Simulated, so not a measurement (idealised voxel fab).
Proc. module: voxel local oxidation
It is cross-section cut that appears here, measuring 190 nm in width, its square cells being 5 nm in size.
Notation: cross-section as square-cell grid; stated in bands, top first, going down; one or more cell rows per band.
Basically the band line says how high the top is and how high the bottom is, in nm, and then what's in it from left to right, every material with its width in nm. Empty space shows up as "air", and if a single material carries "throughout" it runs the full band edge to edge.
Heights from 0 (as-received wafer is one material below). Bottom band endless downward, as "0 nm and below".
A width such as "30..40" changes by the same amount from each row of cells to the next, from the band's top row to its bottom row.
When a step is marked "nothing was modified", none of the cells in the cross-section changed during that step.
Empty spaces without an open route to the top, at least 8 cells in extent, make up the entry "Enclosed voids"; each is given as width x height at distance, where the distance is measured from the left edge, and all are in nm.
Where a step's line continues beyond its settings, the continuation is a remark by the simulator itself on that step.
Among the settings permitted on a step's line is "overlay nm"; applied to a step with a mask, it specifies the extent to which the mask lay to the right of its planned position, whereas a negative figure signifies a position to the left.

**Intended process steps**
1. RECEIVE,material Si
2. OXIDIZE,depth nm 5
3. CONFORMAL_DEP,material SiN,thk nm 15
4. MASKED_ETCH,tone cover,mask id ACTIVE,width nm 90,etch materials SiN,depth nm 15,overlay nm 0
5. SELECTIVE_ETCH,etch materials SiO2,depth nm 5
6. OXIDIZE,depth nm 10
7. STRIP,etch materials SiN

**Wafer, first of two, run as planned**

**Cross-section: wafer on arrival = after step 1**
> 0 nm and below  Si throughout
> Enclosed voids: none

**The wafer in cross-section once step 2 is complete**
> 0 nm to -5 nm  SiO2 throughout
> Everything below -5 is unchanged.

**The wafer in cross-section once step 3 is complete**
> 15 nm to 0 nm  SiN throughout
> Everything below 0 is unchanged.

**The wafer in cross-section once step 4 is complete**
> 15 nm to 0 nm  air 50 nm, then SiN 90 nm, then air 50 nm
> Everything below 0 is unchanged.

**The wafer in cross-section once step 5 is complete**
> 15 nm to 0 nm  air 50 nm, then SiN 90 nm, then air 50 nm
> 0 nm to -5 nm  air 55 nm, then SiO2 80 nm, then air 55 nm
> Everything below -5 is unchanged.

**The wafer in cross-section once step 6 is complete**
> 15 nm to 0 nm  air 50 nm, then SiN 90 nm, then air 50 nm
> 0 nm to -5 nm  air 55 nm, then SiO2 80 nm, then air 55 nm
> -5 nm to -15 nm  SiO2 65 nm, then Si 60 nm, then SiO2 65 nm
> Everything below -15 is unchanged.

**The wafer in cross-section once step 7 is complete**
> 0 nm to -5 nm  air 55 nm, then SiO2 80 nm, then air 55 nm
> Everything below -5 is unchanged.

**Second wafer. Start and plan as for the first. One mistake made in running. Agrees with the first up to and including step 3**

**The second wafer cut through, at the time step 4 was supposed to be finished**
> 15 nm to 0 nm  air 45 nm, then SiN 100 nm, then air 45 nm
> Everything below 0 is unchanged.

**The second wafer cut through, at the time step 5 was supposed to be finished**
> 15 nm to 0 nm  air 45 nm, then SiN 100 nm, then air 45 nm
> 0 nm to -5 nm  air 50 nm, then SiO2 90 nm, then air 50 nm
> Everything below -5 is unchanged.

**The second wafer cut through, at the time step 6 was supposed to be finished**
> 15 nm to 0 nm  air 45 nm, then SiN 100 nm, then air 45 nm
> 0 nm to -5 nm  air 50 nm, then SiO2 90 nm, then air 50 nm
> -5 nm to -15 nm  SiO2 60 nm, then Si 70 nm, then SiO2 60 nm
> Everything below -15 is unchanged.

**The second wafer cut through, at the time step 7 was supposed to be finished**
> 0 nm to -5 nm  air 50 nm, then SiO2 90 nm, then air 50 nm
> Everything below -5 is unchanged.
In executing the process, a mistake was made relative to the plan: step 4 was not run as planned; what actually ran was MASKED_ETCH,tone cover,mask id ACTIVE,width nm 100,etch materials SiN,depth nm 15,overlay nm 0
Upon completion, the second wafer contains, in terms of cells, a greater or smaller amount of certain materials than the first wafer: +4 Si, -2 SiO2
